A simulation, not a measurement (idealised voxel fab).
process module | voxel capacitor over wiring
This is section cut - it's 140 nm across, gridded in 5 nm square cells.
Each cross-section below is a grid of square cells, stated as bands in top-down order, with one or more rows of cells making up each band.
A band entry consists of two parts. The first gives the height of the band's top and the height of its bottom, in nm. The rest lists the band's materials from left to right, each with its width in nm. A single material labelled with the word "edge to edge" fills the band from edge to edge, and the word "empty" marks empty space.
Height 0 is the level under which the wafer as received is all one material. The lowest band goes on downwards, as in "0 and below".
Read "30->40" as a graded width: first number on top, second number at the bottom, same change between each pair of neighbouring rows.
Step note "left unchanged" = no cross-section cell changed.
"Enclosed void listing" enumerates empty spaces isolated from the top, with no open way to it, that contain at least 8 cells, giving each as width x height at distance from the left edge, all three in nm.
What comes after the settings on a step's line is commentary from the simulator itself on that step.
On any step carrying a mask, the "overlay nm" setting, if present on the step's line, tells how far right of its planned place the mask lay; negative values point to the left.
### Planned process steps
step 1: RECEIVE: material Si
step 2: CONFORMAL_DEP: material SiO2, thk nm 15
step 3: DIRECTIONAL_DEP: material TiN, thk nm 5
step 4: DIRECTIONAL_DEP: material W, thk nm 20
step 5: MASKED_ETCH: tone cover, mask id METAL_1, width nm 20, pitch nm 80, etch materials W, depth nm 20, overlay nm 0
step 6: MASKED_ETCH: tone cover, mask id METAL_1, width nm 20, pitch nm 80, etch materials TiN, depth nm 5, overlay nm 0
step 7: FILL_DEP: material lowk, thk nm 10
step 8: CMP: height nm 40
step 9: CONFORMAL_DEP: material SiCN, thk nm 5
step 10: DIRECTIONAL_DEP: material lowk, thk nm 10
step 11: PATTERN: tone open, mask id PLUG_1, material resist, width nm 15, thk nm 20, overlay nm 0
step 12: DIRECTIONAL_ETCH: etch materials lowk, depth nm 10
step 13: DIRECTIONAL_ETCH: etch materials SiCN, depth nm 5
step 14: STRIP: etch materials resist
step 15: CONFORMAL_DEP: material TiN, thk nm 5
step 16: FILL_DEP: material Cu, thk nm 10
step 17: CMP: height nm 55
step 18: DIRECTIONAL_DEP: material TiN, thk nm 10
step 19: DIRECTIONAL_DEP: material Al2O3, thk nm 5
step 20: DIRECTIONAL_DEP: material TiN, thk nm 10
step 21: PATTERN: tone cover, mask id UPPER_PLATE, material resist, width nm 55, thk nm 20, overlay nm 0
step 22: DIRECTIONAL_ETCH: etch materials TiN, depth nm 10
step 23: DIRECTIONAL_ETCH: etch materials Al2O3, depth nm 5
step 24: STRIP: etch materials resist
step 25: PATTERN: tone cover, mask id LOWER_PLATE, material resist, width nm 75, thk nm 20, overlay nm 0
step 26: DIRECTIONAL_ETCH: etch materials TiN, depth nm 10
step 27: STRIP: etch materials resist
step 28: FILL_DEP: material SiO2, thk nm 20
step 29: CMP: height nm 95
step 30: MASKED_ETCH: tone open, mask id PLUG_2, width nm 15, etch materials SiO2, depth nm 15, overlay nm 0
step 31: CONFORMAL_DEP: material TiN, thk nm 5
step 32: FILL_DEP: material Ru, thk nm 10
step 33: CMP: height nm 95
step 34: CONFORMAL_DEP: material SiCN, thk nm 5
The width nm used in step 21 is not the same on every wafer, whereas the starting condition is; the value printed in the plan is the first wafer's.
### Cross-section of the first of several received wafers, showing its state after step 1
	0 and below = Si edge to edge
	Enclosed void listing: none
### First of several wafers, sectioned at end of module (last step: step 34)
	100 down to 95 = SiCN edge to edge
	95 down to 85 = SiO2 35 | TiN 5 | Ru 5 | TiN 5 | SiO2 90
	85 down to 80 = SiO2 35 | TiN 15 | SiO2 90
	80 down to 70 = SiO2 30 | TiN 55 | SiO2 55
	70 down to 65 = SiO2 30 | Al2O3 55 | SiO2 55
	65 down to 55 = SiO2 20 | TiN 75 | SiO2 45
	55 down to 45 = lowk 25 | TiN 5 | Cu 5 | TiN 5 | lowk 100
	45 down to 40 = SiCN 25 | TiN 15 | SiCN 100
	40 down to 20 = lowk 20 | W 20 | lowk 60 | W 20 | lowk 20
	20 down to 15 = lowk 20 | TiN 20 | lowk 60 | TiN 20 | lowk 20
	15 down to 0 = SiO2 edge to edge
	0 and below = Si edge to edge
	Enclosed void listing: none
### End of module: cross-section, last of several wafers
	100 down to 95 = SiCN edge to edge
	95 down to 85 = SiO2 35 | TiN 5 | Ru 5 | TiN 5 | SiO2 90
	85 down to 80 = SiO2 35 | TiN 15 | SiO2 90
	80 down to 70 = SiO2 20 | TiN 75 | SiO2 45
	70 down to 65 = SiO2 20 | Al2O3 80 | SiO2 40
	65 down to 55 = SiO2 20 | TiN 80 | SiO2 40
	55 down to 45 = lowk 25 | TiN 5 | Cu 5 | TiN 5 | lowk 100
	45 down to 40 = SiCN 25 | TiN 15 | SiCN 100
	40 down to 20 = lowk 20 | W 20 | lowk 60 | W 20 | lowk 20
	20 down to 15 = lowk 20 | TiN 20 | lowk 60 | TiN 20 | lowk 20
	15 down to 0 = SiO2 edge to edge
	0 and below = Si edge to edge
	Enclosed void listing: none
### Per-wafer rows below. For each material: cells gained (+) or lost (-) since the wafer was received, as of end of module. Then: closed voids
width nm 55, +11 Al2O3, +2 Cu, +2 Ru, +53 SiCN, +236 SiO2, +74 TiN, +32 W, +150 lowk, Enclosed void listing: none
width nm 60, +12 Al2O3, +2 Cu, +2 Ru, +53 SiCN, +233 SiO2, +76 TiN, +32 W, +150 lowk, Enclosed void listing: none
width nm 65, +13 Al2O3, +2 Cu, +2 Ru, +53 SiCN, +230 SiO2, +78 TiN, +32 W, +150 lowk, Enclosed void listing: none
width nm 70, +14 Al2O3, +2 Cu, +2 Ru, +53 SiCN, +227 SiO2, +80 TiN, +32 W, +150 lowk, Enclosed void listing: none
width nm 75, +15 Al2O3, +2 Cu, +2 Ru, +53 SiCN, +224 SiO2, +82 TiN, +32 W, +150 lowk, Enclosed void listing: none
width nm 80, +16 Al2O3, +2 Cu, +2 Ru, +53 SiCN, +221 SiO2, +84 TiN, +32 W, +150 lowk, Enclosed void listing: none
